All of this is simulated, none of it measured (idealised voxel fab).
Name of the process module below: voxel gate over fins
Section cut is 210 nm wide and gridded with 5 nm square cells.
A cross-section in this document is a grid of square cells, and it is written down as bands, the top band listed before the ones below it; a band is made up of one or more rows of cells.
Each band's line starts with the height of the band's top and of its bottom, in nm. Then come its materials from left to right, each with its width in nm. One material with "throughout" fills the band from edge to edge. "blank" is empty space.
All heights in this document are referenced to 0, defined as the level beneath which the wafer, as received, consists entirely of one material. The lowest band is not bounded below; it extends indefinitely downward and is written in the form "0 nm and below".
Per-row width for "30 to 40": begins at first number (top row of band), ends at second number (bottom row), increment between rows held constant.
"identical to before" after a step means that no cell of the cross-section changed.
In the "Closed cavity list" entry, you get each enclosed empty space of 8 cells or more, one with no open way to the top, written width x height at distance, distance from the left edge, in nm.
after a step's settings: what the simulator itself notes on the step
If you see "overlay nm" on a step's line and that step has a mask, it's telling you how far right of where it was planned the mask ended up; a negative number means it went left instead.

# The steps planned for the process are as follows
- 1: RECEIVE with material Si
- 2: CONFORMAL_DEP with material SiN, thk nm 10
- 3: MASKED_ETCH with tone cover, mask id FINS, width nm 15, pitch nm 35, etch materials SiN, depth nm 10, overlay nm 0
- 4: MASKED_ETCH with tone cover, mask id FINS, width nm 15, pitch nm 35, etch materials Si, depth nm 40, overlay nm 0
- 5: OXIDIZE with depth nm 5
- 6: FILL_DEP with material SiO2, thk nm 10
- 7: CMP with height nm 10
- 8: SELECTIVE_ETCH with etch materials SiO2, depth nm 20
- 9: STRIP with etch materials SiN
- 10: CONFORMAL_DEP with material HfO2, thk nm 5
- 11: CONFORMAL_DEP with material TiN, thk nm 5
- 12: FILL_DEP with material W, thk nm 10
- 13: CMP with height nm 15
- 14: CONFORMAL_DEP with material SiCN, thk nm 10

# first wafer, as planned

# Cross-section of the wafer at receipt, which is the condition after step 1
> 0 nm and below | Si throughout
> Closed cavity list: none

# Cross-sectional representation of the wafer at the conclusion of step 2
> 10 nm to 0 nm | SiN throughout
> For the remainder of the cross-section, below 0, there is no change.

# Cross-sectional representation of the wafer at the conclusion of step 3
> 10 nm to 0 nm | blank: 80 | SiN: 15 | blank: 20 | SiN: 15 | blank: 80
> For the remainder of the cross-section, below 0, there is no change.

# Cross-sectional representation of the wafer at the conclusion of step 4
> 10 nm to 0 nm | blank: 80 | SiN: 15 | blank: 20 | SiN: 15 | blank: 80
> 0 nm to -40 nm | blank: 80 | Si: 15 | blank: 20 | Si: 15 | blank: 80
> For the remainder of the cross-section, below -40, there is no change.

# Cross-sectional representation of the wafer at the conclusion of step 5
> 10 nm to 0 nm | blank: 80 | SiN: 15 | blank: 20 | SiN: 15 | blank: 80
> 0 nm to -40 nm | blank: 80 | SiO2: 5 | Si: 5 | SiO2: 5 | blank: 20 | SiO2: 5 | Si: 5 | SiO2: 5 | blank: 80
> -40 nm to -45 nm | SiO2: 85 | Si: 5 | SiO2: 30 | Si: 5 | SiO2: 85
> For the remainder of the cross-section, below -45, there is no change.

# Cross-sectional representation of the wafer at the conclusion of step 6
> 20 nm to 10 nm | SiO2 throughout
> 10 nm to 0 nm | SiO2: 80 | SiN: 15 | SiO2: 20 | SiN: 15 | SiO2: 80
> 0 nm to -45 nm | SiO2: 85 | Si: 5 | SiO2: 30 | Si: 5 | SiO2: 85
> For the remainder of the cross-section, below -45, there is no change.

# Cross-sectional representation of the wafer at the conclusion of step 7
> 10 nm to 0 nm | SiO2: 80 | SiN: 15 | SiO2: 20 | SiN: 15 | SiO2: 80
> For the remainder of the cross-section, below 0, there is no change.

# Cross-sectional representation of the wafer at the conclusion of step 8
> 10 nm to 0 nm | blank: 80 | SiN: 15 | blank: 20 | SiN: 15 | blank: 80
> 0 nm to -10 nm | blank: 85 | Si: 5 | blank: 30 | Si: 5 | blank: 85
> For the remainder of the cross-section, below -10, there is no change.

# Cross-sectional representation of the wafer at the conclusion of step 9
> 0 nm to -10 nm | blank: 85 | Si: 5 | blank: 30 | Si: 5 | blank: 85
> For the remainder of the cross-section, below -10, there is no change.

# Cross-sectional representation of the wafer at the conclusion of step 10
> 5 nm to 0 nm | blank: 80 | HfO2: 15 | blank: 20 | HfO2: 15 | blank: 80
> 0 nm to -5 nm | blank: 80 | HfO2: 5 | Si: 5 | HfO2: 5 | blank: 20 | HfO2: 5 | Si: 5 | HfO2: 5 | blank: 80
> -5 nm to -10 nm | HfO2: 85 | Si: 5 | HfO2: 30 | Si: 5 | HfO2: 85
> For the remainder of the cross-section, below -10, there is no change.

# Cross-sectional representation of the wafer at the conclusion of step 11
> 10 nm to 5 nm | blank: 75 | TiN: 25 | blank: 10 | TiN: 25 | blank: 75
> 5 nm to 0 nm | blank: 75 | TiN: 5 | HfO2: 15 | TiN: 5 | blank: 10 | TiN: 5 | HfO2: 15 | TiN: 5 | blank: 75
> 0 nm to -5 nm | TiN: 80 | HfO2: 5 | Si: 5 | HfO2: 5 | TiN: 20 | HfO2: 5 | Si: 5 | HfO2: 5 | TiN: 80
> For the remainder of the cross-section, below -5, there is no change.

# Cross-sectional representation of the wafer at the conclusion of step 12
> 20 nm to 10 nm | W throughout
> 10 nm to 5 nm | W: 75 | TiN: 25 | W: 10 | TiN: 25 | W: 75
> 5 nm to 0 nm | W: 75 | TiN: 5 | HfO2: 15 | TiN: 5 | W: 10 | TiN: 5 | HfO2: 15 | TiN: 5 | W: 75
> For the remainder of the cross-section, below 0, there is no change.

# Cross-sectional representation of the wafer at the conclusion of step 13
> 15 nm to 10 nm | W throughout
> For the remainder of the cross-section, below 10, there is no change.

# Cross-sectional representation of the wafer at the conclusion of step 14
> 25 nm to 15 nm | SiCN throughout
> For the remainder of the cross-section, below 15, there is no change.

# The second wafer was prepared from the same starting point and under the same plan as the first; its processing contained one mistake, and it remains indistinguishable from the first wafer up to and including step 2

# X-section, second wafer, when step 3 was due to finish
> 10 nm to 0 nm | SiN: 80 | blank: 15 | SiN: 20 | blank: 15 | SiN: 80
> For the remainder of the cross-section, below 0, there is no change.

X-section, second wafer, when step 4 was due to finish: identical to before

# X-section, second wafer, when step 5 was due to finish
> 10 nm to 0 nm | SiN: 80 | blank: 15 | SiN: 20 | blank: 15 | SiN: 80
> 0 nm to -5 nm | Si: 75 | SiO2: 25 | Si: 10 | SiO2: 25 | Si: 75
> For the remainder of the cross-section, below -5, there is no change.

# X-section, second wafer, when step 6 was due to finish
> 20 nm to 10 nm | SiO2 throughout
> 10 nm to 0 nm | SiN: 80 | SiO2: 15 | SiN: 20 | SiO2: 15 | SiN: 80
> For the remainder of the cross-section, below 0, there is no change.

# X-section, second wafer, when step 7 was due to finish
> 10 nm to 0 nm | SiN: 80 | SiO2: 15 | SiN: 20 | SiO2: 15 | SiN: 80
> For the remainder of the cross-section, below 0, there is no change.

# X-section, second wafer, when step 8 was due to finish
> 10 nm to 0 nm | SiN: 80 | blank: 15 | SiN: 20 | blank: 15 | SiN: 80
> 0 nm to -5 nm | Si: 75 | blank: 25 | Si: 10 | blank: 25 | Si: 75
> For the remainder of the cross-section, below -5, there is no change.

# X-section, second wafer, when step 9 was due to finish
> 0 nm to -5 nm | Si: 75 | blank: 25 | Si: 10 | blank: 25 | Si: 75
> For the remainder of the cross-section, below -5, there is no change.

# X-section, second wafer, when step 10 was due to finish
> 5 nm to 0 nm | HfO2: 80 | blank: 15 | HfO2: 20 | blank: 15 | HfO2: 80
> 0 nm to -5 nm | Si: 75 | HfO2: 25 | Si: 10 | HfO2: 25 | Si: 75
> For the remainder of the cross-section, below -5, there is no change.

# X-section, second wafer, when step 11 was due to finish
> 10 nm to 5 nm | TiN: 85 | blank: 5 | TiN: 30 | blank: 5 | TiN: 85
> 5 nm to 0 nm | HfO2: 80 | TiN: 15 | HfO2: 20 | TiN: 15 | HfO2: 80
> For the remainder of the cross-section, below 0, there is no change.

# X-section, second wafer, when step 12 was due to finish
> 20 nm to 10 nm | W throughout
> 10 nm to 5 nm | TiN: 85 | W: 5 | TiN: 30 | W: 5 | TiN: 85
> For the remainder of the cross-section, below 5, there is no change.

# X-section, second wafer, when step 13 was due to finish
> 15 nm to 10 nm | W throughout
> For the remainder of the cross-section, below 10, there is no change.

# X-section, second wafer, when step 14 was due to finish
> 25 nm to 15 nm | SiCN throughout
> For the remainder of the cross-section, below 15, there is no change.
So what did we get wrong on this run? for step 3, the planned setting was not used; the step was instead run as MASKED_ETCH with tone open, mask id FINS, width nm 15, pitch nm 35, etch materials SiN, depth nm 10, overlay nm 0
Bottom line after processing is that, in cells, the second wafer is up or down on some materials versus the first: -4 HfO2; +350 Si; -280 SiO2; -4 TiN; -62 W
